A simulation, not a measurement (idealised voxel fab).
process module | voxel transistor to metal
cross-section cut | 265 nm wide | cells 5 nm
A cross-section is a grid of square cells, given in bands from the top down. A band is one or more rows of cells.
Each band's line starts with the height of the band's top and of its bottom, in nm. Then come its materials from left to right, each with its width in nm. One material with "throughout" fills the band from edge to edge. "air" is empty space.
Height 0 is the level under which the wafer as received is all one material. The lowest band goes on downwards, as in "0 down".
A width such as "30 to 40" changes by the same amount from each row of cells to the next, from the band's top row to its bottom row.
"no change" after a step means that no cell of the cross-section changed.
closed voids: empty space of 8 cells or more with no open way to the top, each as width x height at its distance from the left edge, in nm
after a step's settings: what the simulator itself notes on the step
overlay nm, on a step with a mask: how far to the right of its planned place the mask lay; to the left if negative
plan
1 op RECEIVE | material Si
2 op OXIDIZE | depth nm 5
3 op CONFORMAL_DEP | material SiN | thk nm 15
4 op PATTERN | tone cover | mask id ACTIVE | material resist | width nm 105 | pitch nm 130 | thk nm 20 | overlay nm 0
5 op DIRECTIONAL_ETCH | etch materials SiN | depth nm 15
6 op DIRECTIONAL_ETCH | etch materials SiO2 | depth nm 5
7 op DIRECTIONAL_ETCH | etch materials Si | depth nm 25
8 op STRIP | etch materials resist
9 op OXIDIZE | depth nm 5
10 op FILL_DEP | material SiO2 | thk nm 15
11 op CMP | height nm 15
12 op SELECTIVE_ETCH | etch materials SiO2 | depth nm 10
13 op STRIP | etch materials SiN
14 op SELECTIVE_ETCH | etch materials SiO2 | depth nm 5
15 op OXIDIZE | depth nm 5
16 op DIRECTIONAL_DEP | material polySi | thk nm 25
17 op DIRECTIONAL_DEP | material SiCN | thk nm 10
18 op MASKED_ETCH | tone cover | mask id GATE | width nm 25 | pitch nm 130 | etch materials SiCN | depth nm 20 | overlay nm 0
19 op MASKED_ETCH | tone cover | mask id GATE | width nm 25 | pitch nm 130 | etch materials polySi | depth nm 35 | overlay nm 0
20 op CONFORMAL_DEP | material SiN | thk nm 5
21 op DIRECTIONAL_ETCH | etch materials SiN | depth nm 5
22 op DIRECTIONAL_ETCH | etch materials SiO2 | depth nm 5
23 op EPI | material nSi | thk nm 5
24 op FILL_DEP | material SiO2 | thk nm 5
25 op CMP | height nm 30
26 op DIRECTIONAL_DEP | material SiO2 | thk nm 10
27 op MASKED_ETCH | tone open | mask id CONTACT | width nm 15 | etch materials SiO2 | depth nm 45 | overlay nm 0
28 op CONFORMAL_DEP | material TiN | thk nm 5
29 op FILL_DEP | material Ru | thk nm 10
30 op CMP | height nm 40
31 op CONFORMAL_DEP | material SiN | thk nm 5
32 op DIRECTIONAL_DEP | material SiO2 | thk nm 25
33 op MASKED_ETCH | tone open | mask id METAL_1 | width nm 15 | etch materials SiO2 | depth nm 25 | overlay nm 0
34 op MASKED_ETCH | tone open | mask id METAL_1 | width nm 15 | etch materials SiN | depth nm 5 | overlay nm 0
35 op CONFORMAL_DEP | material TiN | thk nm 5
36 op FILL_DEP | material Ru | thk nm 10
37 op CMP | height nm 70
38 op EPI | material Ru | thk nm 5
39 op FILL_DEP | material SiCN | thk nm 5
as received, after step 1
  0 down: Si throughout
  closed voids: none
a wafer at the end: this start, this plan, one mistake
  80 to 75: SiCN throughout
  75 to 70: SiCN 20 | Ru 25 | SiCN 45 | Ru 25 | SiCN 35 | Ru 25 | SiCN 45 | Ru 25 | SiCN 20
  70 to 45: SiO2 25 | TiN 5 | Ru 5 | TiN 5 | SiO2 55 | TiN 5 | Ru 5 | TiN 5 | SiO2 45 | TiN 5 | Ru 5 | TiN 5 | SiO2 55 | TiN 5 | Ru 5 | TiN 5 | SiO2 25
  45 to 40: SiN 25 | TiN 15 | SiN 55 | TiN 15 | SiN 45 | TiN 15 | SiN 55 | TiN 15 | SiN 25
  40 to 35: Ru 20 | TiN 5 | SiO2 15 | TiN 5 | Ru 45 | TiN 5 | SiO2 15 | TiN 5 | Ru 35 | TiN 5 | SiO2 15 | TiN 5 | Ru 45 | TiN 5 | SiO2 15 | TiN 5 | Ru 20
  35 to 30: Ru 20 | TiN 5 | SiO2 15 | TiN 55 | SiO2 15 | TiN 5 | Ru 35 | TiN 5 | SiO2 15 | TiN 55 | SiO2 15 | TiN 5 | Ru 20
  30 to 20: Ru 20 | TiN 5 | SiO2 15 | TiN 10 | SiN 5 | SiCN 25 | SiN 5 | TiN 10 | SiO2 15 | TiN 5 | Ru 35 | TiN 5 | SiO2 15 | TiN 10 | SiN 5 | SiCN 25 | SiN 5 | TiN 10 | SiO2 15 | TiN 5 | Ru 20
  20 to 5: Ru 20 | TiN 5 | SiO2 15 | TiN 10 | SiN 5 | polySi 25 | SiN 5 | TiN 10 | SiO2 15 | TiN 5 | Ru 35 | TiN 5 | SiO2 15 | TiN 10 | SiN 5 | polySi 25 | SiN 5 | TiN 10 | SiO2 15 | TiN 5 | Ru 20
  5 to 0: Ru 5 | TiN 20 | SiO2 15 | TiN 10 | SiN 5 | polySi 25 | SiN 5 | TiN 10 | SiO2 15 | TiN 20 | Ru 5 | TiN 20 | SiO2 15 | TiN 10 | SiN 5 | polySi 25 | SiN 5 | TiN 10 | SiO2 15 | TiN 20 | Ru 5
  0 to -5: TiN 10 | SiN 5 | TiN 10 | SiO2 15 | TiN 10 | SiN 5 | polySi 25 | SiN 5 | TiN 10 | SiO2 15 | TiN 10 | SiN 5 | TiN 15 | SiN 5 | TiN 10 | SiO2 15 | TiN 10 | SiN 5 | polySi 25 | SiN 5 | TiN 10 | SiO2 15 | TiN 10 | SiN 5 | TiN 10
  -5 to -10: SiO2 15 | nSi 35 | SiO2 35 | nSi 35 | SiO2 25 | nSi 35 | SiO2 35 | nSi 35 | SiO2 15
  -10 to -35: SiO2 20 | Si 95 | SiO2 35 | Si 95 | SiO2 20
  -35 down: Si throughout
  closed voids: none
what went wrong: step 27 ran as: op MASKED_ETCH | tone cover | mask id CONTACT | width nm 15 | etch materials SiO2 | depth nm 45 | overlay nm 0
